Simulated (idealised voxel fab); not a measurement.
Name of the process module below: voxel released beams
Cross-sectional view cut (width: 245 nm; square cell size: 5 nm).
How to read a cross-section here: the picture is a grid of square cells, written as bands going from the top down, and any band can span one or more rows of cells. Top, bottom (nm), then materials left to right with widths (nm); lone material tagged "full width" fills the whole band edge to edge; "blank" = empty space. Height 0 is the level under which the wafer as received is all one material. The lowest band goes on downwards, as in "top 0, no bottom". Width "30->40": first value at the band's top row of cells, second value at its bottom row, equal change from row to row. Where a step carries "changes: none", the cross-section came out of it unchanged, cell for cell. Listed in "Fully closed voids": every empty space of 8 or more cells without an open way to the top. Form: width x height at distance, the distance being from the left edge, all in nm. Anything after a step's settings on that line? It's the simulator's own note about the step. A step line may carry the setting "overlay nm", which, for steps involving a mask, states the distance by which the mask lay to the right of its intended position; negative values denote displacement to the left.
STEPS PLANNED FOR THE PROCESS
1) RECEIVE [material Si]
2) CONFORMAL_DEP [material Al2O3] [thk nm 10]
3) DIRECTIONAL_DEP [material SiO2] [thk nm 10]
4) DIRECTIONAL_DEP [material aC] [thk nm 10]
5) PATTERN [tone open] [mask id ANCHOR] [material resist] [width nm 35] [thk nm 25] [overlay nm 0]
6) DIRECTIONAL_ETCH [etch materials aC] [depth nm 10]
7) STRIP [etch materials resist]
8) DIRECTIONAL_ETCH [etch materials SiO2] [depth nm 10]
9) STRIP [etch materials aC]
10) CONFORMAL_DEP [material W] [thk nm 15]
11) DIRECTIONAL_DEP [material aC] [thk nm 15]
12) PATTERN [tone cover] [mask id BEAM] [material resist] [width nm 105] [thk nm 30] [overlay nm 0]
13) DIRECTIONAL_ETCH [etch materials aC] [depth nm 15]
14) STRIP [etch materials resist]
15) DIRECTIONAL_ETCH [etch materials W] [depth nm 15]
16) STRIP [etch materials aC]
17) STRIP [etch materials SiO2]
THE CROSS-SECTION HERE SHOWS THE WAFER AS RECEIVED, I.E. IN ITS STATE AFTER STEP 1
> top 0, no bottom = Si full width
> Fully closed voids: none
FIRST WAFER AT THE END, AS PLANNED
> top 35, bottom 25 = blank 65 nm / W 20 nm / blank 5 nm / W 80 nm / blank 75 nm
> top 25, bottom 20 = blank 65 nm / W 105 nm / blank 75 nm
> top 20, bottom 10 = blank 70 nm / W 35 nm / blank 140 nm
> top 10, bottom 0 = Al2O3 full width
> top 0, no bottom = Si full width
> Fully closed voids: none
CROSS-SECTIONAL IMAGE OF THE SECOND WAFER OF THE TWO FOLLOWING COMPLETION OF THE MODULE. STARTING STATE AND PROCESS PLAN WERE THE SAME AS FOR THE FIRST WAFER; ONE EXECUTION ERROR OCCURRED
> top 15, bottom 0 = blank 65 nm / W 105 nm / blank 75 nm
> top 0, no bottom = Si full width
> Fully closed voids: none
Finding, execution versus plan: step 9 was run on a setting that differed from the plan, and what really ran there is STRIP [etch materials Al2O3]
Upon completion, the second wafer contains, in terms of cells, a greater or smaller amount of certain materials than the first wafer: 98 fewer of Al2O3 | 12 fewer of W
